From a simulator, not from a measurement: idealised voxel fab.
process module | voxel capacitor over wiring
cross-section cut | 155 nm wide | cells 5 nm
A cross-section is a grid of square cells, given in bands from the top down. A band is one or more rows of cells.
Each band's line starts with the height of the band's top and of its bottom, in nm. Then come its materials from left to right, each with its width in nm. One material with "throughout" fills the band from edge to edge. "air" is empty space.
Height 0 is the level under which the wafer as received is all one material. The lowest band goes on downwards, as in "0 down".
A width such as "30 to 40" changes by the same amount from each row of cells to the next, from the band's top row to its bottom row.
"no change" after a step means that no cell of the cross-section changed.
closed voids: empty space of 8 cells or more with no open way to the top, each as width x height at its distance from the left edge, in nm
after a step's settings: what the simulator itself notes on the step
overlay nm, on a step with a mask: how far to the right of its planned place the mask lay; to the left if negative
plan
1 op RECEIVE | material Si
2 op CONFORMAL_DEP | material SiO2 | thk nm 15
3 op DIRECTIONAL_DEP | material TiN | thk nm 5
4 op DIRECTIONAL_DEP | material Ru | thk nm 15
5 op MASKED_ETCH | tone cover | mask id METAL_1 | width nm 25 | pitch nm 85 | etch materials Ru | depth nm 15 | overlay nm 0
6 op MASKED_ETCH | tone cover | mask id METAL_1 | width nm 25 | pitch nm 85 | etch materials TiN | depth nm 5 | overlay nm 0
7 op CONFORMAL_DEP | material SiN | thk nm 5
8 op FILL_DEP | material SiO2 | thk nm 5
9 op CMP | height nm 35
10 op CONFORMAL_DEP | material SiCN | thk nm 5
11 op DIRECTIONAL_DEP | material lowk | thk nm 20
12 op MASKED_ETCH | tone open | mask id PLUG_1 | width nm 15 | etch materials lowk | depth nm 20 | overlay nm 0
13 op MASKED_ETCH | tone open | mask id PLUG_1 | width nm 15 | etch materials SiCN | depth nm 5 | overlay nm 0
14 op EPI | material Ru | thk nm 10
15 op EPI | material Ru | thk nm 10
16 op EPI | material Ru | thk nm 5
17 op DIRECTIONAL_DEP | material TiN | thk nm 5
18 op DIRECTIONAL_DEP | material SiN | thk nm 5
19 op DIRECTIONAL_DEP | material TiN | thk nm 5
20 op MASKED_ETCH | tone cover | mask id UPPER_PLATE | width nm 65 | etch materials TiN | depth nm 5 | overlay nm 0
21 op MASKED_ETCH | tone cover | mask id UPPER_PLATE | width nm 65 | etch materials SiN | depth nm 5 | overlay nm 0
22 op PATTERN | tone cover | mask id LOWER_PLATE | material resist | width nm 75 | thk nm 20 | overlay nm 0
23 op DIRECTIONAL_ETCH | etch materials TiN | depth nm 5
24 op STRIP | etch materials resist
25 op FILL_DEP | material SiO2 | thk nm 20
26 op CMP | height nm 90
27 op PATTERN | tone open | mask id PLUG_2 | material resist | width nm 15 | thk nm 20 | overlay nm 0
28 op DIRECTIONAL_ETCH | etch materials SiO2 | depth nm 15
29 op STRIP | etch materials resist
30 op CONFORMAL_DEP | material TiN | thk nm 5
31 op FILL_DEP | material W | thk nm 10
32 op CMP | height nm 90
33 op CONFORMAL_DEP | material SiN | thk nm 5
as received, after step 1
  0 down: Si throughout
  closed voids: none
first wafer at the end, as planned
  95 to 90: SiN throughout
  90 to 80: SiO2 40 | TiN 5 | W 5 | TiN 5 | SiO2 100
  80 to 70: SiO2 40 to 30 | TiN 15 to 65 | SiO2 100 to 60
  70 to 65: SiO2 30 | SiN 65 | SiO2 60
  65 to 60: SiO2 25 | TiN 75 | SiO2 55
  60 to 40: lowk 30 | Ru 15 | lowk 110
  40 to 35: SiCN 30 | Ru 15 | SiCN 110
  35 to 20: SiO2 15 | SiN 5 | Ru 25 | SiN 5 | SiO2 50 | SiN 5 | Ru 25 | SiN 5 | SiO2 20
  20 to 15: SiN 20 | TiN 25 | SiN 60 | TiN 25 | SiN 25
  15 to 0: SiO2 throughout
  0 down: Si throughout
  closed voids: none
second wafer at the end: like start, like plan, one mistake
  95 to 90: SiN throughout
  90 to 80: SiO2 40 | TiN 5 | W 5 | TiN 5 | SiO2 100
  80 to 70: SiO2 40 to 30 | TiN 15 to 65 | SiO2 100 to 60
  70 to 65: SiO2 30 | SiN 65 | SiO2 60
  65 to 60: SiO2 25 | TiN 75 | SiO2 55
  60 to 40: lowk 30 | Ru 15 | lowk 110
  40 to 35: SiCN 30 | Ru 15 | SiCN 110
  35 to 30: SiN 20 | TiN 25 | SiN 60 | TiN 25 | SiN 25
  30 to 0: SiO2 throughout
  0 down: Si throughout
  closed voids: none
what went wrong: step 2 was run twice
at the end the second wafer has, in cells: 30 fewer of Ru | 12 fewer of SiN | 42 more of SiO2
